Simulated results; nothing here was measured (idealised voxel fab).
Proc. module: voxel wiring stack
Square cells of 5 nm make up the cross-section cut, whose width is 160 nm.
Think of the cross-section as a grid of square cells. We describe it in bands, top to bottom, and each band covers one or more rows of those cells. The band entry comprises the height of the band's top followed by the height of its bottom, expressed in nm, and subsequently the band's materials from left to right, each stated together with its width in nm. Where a single material is marked with the word "throughout", that material fills the band from edge to edge. The word "empty" represents empty space. Height datum 0, below which the as-received substrate wafer is one material. Lowest band open at the bottom, running downward: "0 nm and below". Top row gets the first number, bottom row gets the second, and each row in between changes by the same step: that is how a band width like "30->40" works. "no change" after a step means that no cell of the cross-section changed. Enclosed voids (no open way to top), threshold 8 cells or more, entry "Closed void roster", notation width x height at distance, distance from left edge, nm. Formally, on a step line, whatever follows the settings is a remark that the simulator itself makes on the step. When a step includes a mask, the "overlay nm" setting on its line states how far to the right of its planned place that mask lay, and negative values state how far to the left.
-- plan
1,RECEIVE [material Si]
2,CONFORMAL_DEP [material SiO2] [thk nm 10]
3,DIRECTIONAL_DEP [material TiN] [thk nm 5]
4,DIRECTIONAL_DEP [material W] [thk nm 15]
5,PATTERN [tone cover] [mask id METAL_1] [material resist] [width nm 20] [pitch nm 35] [thk nm 15] [overlay nm 0]
6,DIRECTIONAL_ETCH [etch materials W] [depth nm 15]
7,DIRECTIONAL_ETCH [etch materials TiN] [depth nm 5]
8,STRIP [etch materials resist]
9,CONFORMAL_DEP [material SiCN] [thk nm 5]
10,FILL_DEP [material lowk] [thk nm 5]
11,CMP [height nm 30]
12,CONFORMAL_DEP [material SiCN] [thk nm 5]
13,DIRECTIONAL_DEP [material lowk] [thk nm 35]
14,DIRECTIONAL_DEP [material aC] [thk nm 10]
15,PATTERN [tone open] [mask id METAL_2] [material resist] [width nm 20] [pitch nm 35] [thk nm 30] [overlay nm 0]
16,DIRECTIONAL_ETCH [etch materials aC] [depth nm 10]
17,STRIP [etch materials resist]
18,DIRECTIONAL_ETCH [etch materials lowk] [depth nm 20]
19,STRIP [etch materials aC]
20,DIRECTIONAL_DEP [material aC] [thk nm 10]
21,PATTERN [tone open] [mask id METAL_2_HOLES] [material resist] [width nm 15] [thk nm 30] [overlay nm 0]
22,DIRECTIONAL_ETCH [etch materials aC] [depth nm 10]
23,STRIP [etch materials resist]
24,DIRECTIONAL_ETCH [etch materials lowk] [depth nm 15]
25,DIRECTIONAL_ETCH [etch materials SiCN] [depth nm 5]
26,STRIP [etch materials aC]
27,CONFORMAL_DEP [material TiN] [thk nm 5]
28,FILL_DEP [material Cu] [thk nm 10]
29,CMP [height nm 70]
30,CONFORMAL_DEP [material SiCN] [thk nm 5]
31,DIRECTIONAL_DEP [material SiO2] [thk nm 25]
32,DIRECTIONAL_DEP [material aC] [thk nm 10]
33,PATTERN [tone open] [mask id METAL_3_HOLES] [material resist] [width nm 15] [pitch nm 35] [thk nm 30] [overlay nm 0]
34,DIRECTIONAL_ETCH [etch materials aC] [depth nm 10]
35,STRIP [etch materials resist]
36,DIRECTIONAL_ETCH [etch materials SiO2] [depth nm 25]
37,STRIP [etch materials aC]
38,PATTERN [tone open] [mask id METAL_3] [material resist] [width nm 20] [pitch nm 35] [thk nm 15] [overlay nm 0]
39,DIRECTIONAL_ETCH [etch materials SiO2] [depth nm 15]
40,DIRECTIONAL_ETCH [etch materials SiCN] [depth nm 5]
41,STRIP [etch materials resist]
42,CONFORMAL_DEP [material TiN] [thk nm 5]
43,FILL_DEP [material Ru] [thk nm 5]
44,CMP [height nm 100]
45,CONFORMAL_DEP [material SiCN] [thk nm 5]
-- Incoming wafer in cross-section (state: after step 1)
> 0 nm and below  Si throughout
> Closed void roster: none
-- Starting wafer: above. Plan: above. Run: one mistake. Cross-section after the module: below
> 105 nm to 100 nm  SiCN throughout
> 100 nm to 90 nm  SiO2 50 nm | TiN 5 nm | lowk 10 nm | TiN 5 nm | SiO2 15 nm | TiN 5 nm | lowk 10 nm | TiN 5 nm | SiO2 55 nm
> 90 nm to 85 nm  SiO2 50 nm | TiN 5 nm | lowk 5 nm | TiN 10 nm | SiO2 15 nm | TiN 5 nm | lowk 5 nm | TiN 10 nm | SiO2 55 nm
> 85 nm to 75 nm  SiO2 50 nm | TiN 5 nm | lowk 5 nm | TiN 5 nm | SiO2 20 nm | TiN 5 nm | lowk 5 nm | TiN 5 nm | SiO2 60 nm
> 75 nm to 70 nm  SiCN 50 nm | TiN 15 nm | SiCN 20 nm | TiN 15 nm | SiCN 60 nm
> 70 nm to 55 nm  lowk 50 nm | TiN 5 nm | Cu 10 nm | TiN 5 nm | lowk 15 nm | TiN 5 nm | Cu 10 nm | TiN 5 nm | lowk 55 nm
> 55 nm to 50 nm  lowk 50 nm | TiN 5 nm | Cu 5 nm | TiN 10 nm | lowk 15 nm | TiN 20 nm | lowk 55 nm
> 50 nm to 35 nm  lowk 50 nm | TiN 5 nm | Cu 5 nm | TiN 5 nm | lowk 95 nm
> 35 nm to 30 nm  SiCN 50 nm | TiN 15 nm | SiCN 95 nm
> 30 nm to 15 nm  lowk 45 nm | SiCN 5 nm | W 20 nm | SiCN 5 nm | lowk 5 nm | SiCN 5 nm | W 20 nm | SiCN 5 nm | lowk 50 nm
> 15 nm to 10 nm  SiCN 50 nm | TiN 20 nm | SiCN 15 nm | TiN 20 nm | SiCN 55 nm
> 10 nm to 0 nm  SiO2 throughout
> 0 nm and below  Si throughout
> Closed void roster: none
Against the plan, the run slipped here: rather than as planned, step 43 actually ran as FILL_DEP [material lowk] [thk nm 5]
